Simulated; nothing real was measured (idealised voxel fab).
process module | voxel self aligned vias
cross-section cut | 270 nm wide | cells 5 nm
A cross-section is a grid of square cells, given in bands from the top down. A band is one or more rows of cells.
Each band's line starts with the height of the band's top and of its bottom, in nm. Then come its materials from left to right, each with its width in nm. One material with "throughout" fills the band from edge to edge. "air" is empty space.
Height 0 is the level under which the wafer as received is all one material. The lowest band goes on downwards, as in "0 down".
A width such as "30 to 40" changes by the same amount from each row of cells to the next, from the band's top row to its bottom row.
"no change" after a step means that no cell of the cross-section changed.
closed voids: empty space of 8 cells or more with no open way to the top, each as width x height at its distance from the left edge, in nm
after a step's settings: what the simulator itself notes on the step
overlay nm, on a step with a mask: how far to the right of its planned place the mask lay; to the left if negative
plan
1 op RECEIVE | material Si
2 op CONFORMAL_DEP | material SiO2 | thk nm 15
3 op CONFORMAL_DEP | material SiCN | thk nm 5
4 op DIRECTIONAL_DEP | material lowk | thk nm 30
5 op MASKED_ETCH | tone open | mask id LINES | width nm 25 | pitch nm 75 | etch materials lowk | depth nm 30 | overlay nm 0
6 op CONFORMAL_DEP | material TiN | thk nm 5
7 op FILL_DEP | material W | thk nm 10
8 op CMP | height nm 50
9 op SELECTIVE_ETCH | etch materials W Ru TiN | depth nm 5
10 op FILL_DEP | material SiN | thk nm 5
11 op CMP | height nm 50
12 op DIRECTIONAL_DEP | material lowk | thk nm 15
13 op MASKED_ETCH | tone open | mask id VIAS | width nm 45 | pitch nm 75 | etch materials lowk | depth nm 15 | overlay nm 0
14 op MASKED_ETCH | tone open | mask id VIAS | width nm 45 | pitch nm 75 | etch materials SiN | depth nm 5 | overlay nm 0
15 op CONFORMAL_DEP | material TiN | thk nm 5
16 op FILL_DEP | material Cu | thk nm 10
17 op CMP | height nm 65
18 op CONFORMAL_DEP | material SiN | thk nm 5
as received, after step 1
  0 down: Si throughout
  closed voids: none
a wafer at the end: this start, this plan, one mistake
  70 to 65: SiN throughout
  65 to 55: lowk 35 | TiN 5 | Cu 35 | TiN 5 | lowk 30 | TiN 5 | Cu 35 | TiN 5 | lowk 30 | TiN 5 | Cu 35 | TiN 5 | lowk 40
  55 to 50: lowk 35 | TiN 15 | Cu 15 | TiN 15 | lowk 30 | TiN 15 | Cu 15 | TiN 15 | lowk 30 | TiN 15 | Cu 15 | TiN 15 | lowk 40
  50 to 45: lowk 45 | TiN 25 | lowk 50 | TiN 25 | lowk 50 | TiN 25 | lowk 50
  45 to 25: lowk 45 | TiN 5 | W 15 | TiN 5 | lowk 50 | TiN 5 | W 15 | TiN 5 | lowk 50 | TiN 5 | W 15 | TiN 5 | lowk 50
  25 to 20: lowk 45 | TiN 25 | lowk 50 | TiN 25 | lowk 50 | TiN 25 | lowk 50
  20 to 15: Cu throughout
  15 to 0: SiO2 throughout
  0 down: Si throughout
  closed voids: none
what went wrong: step 3 ran as: op CONFORMAL_DEP | material Cu | thk nm 5
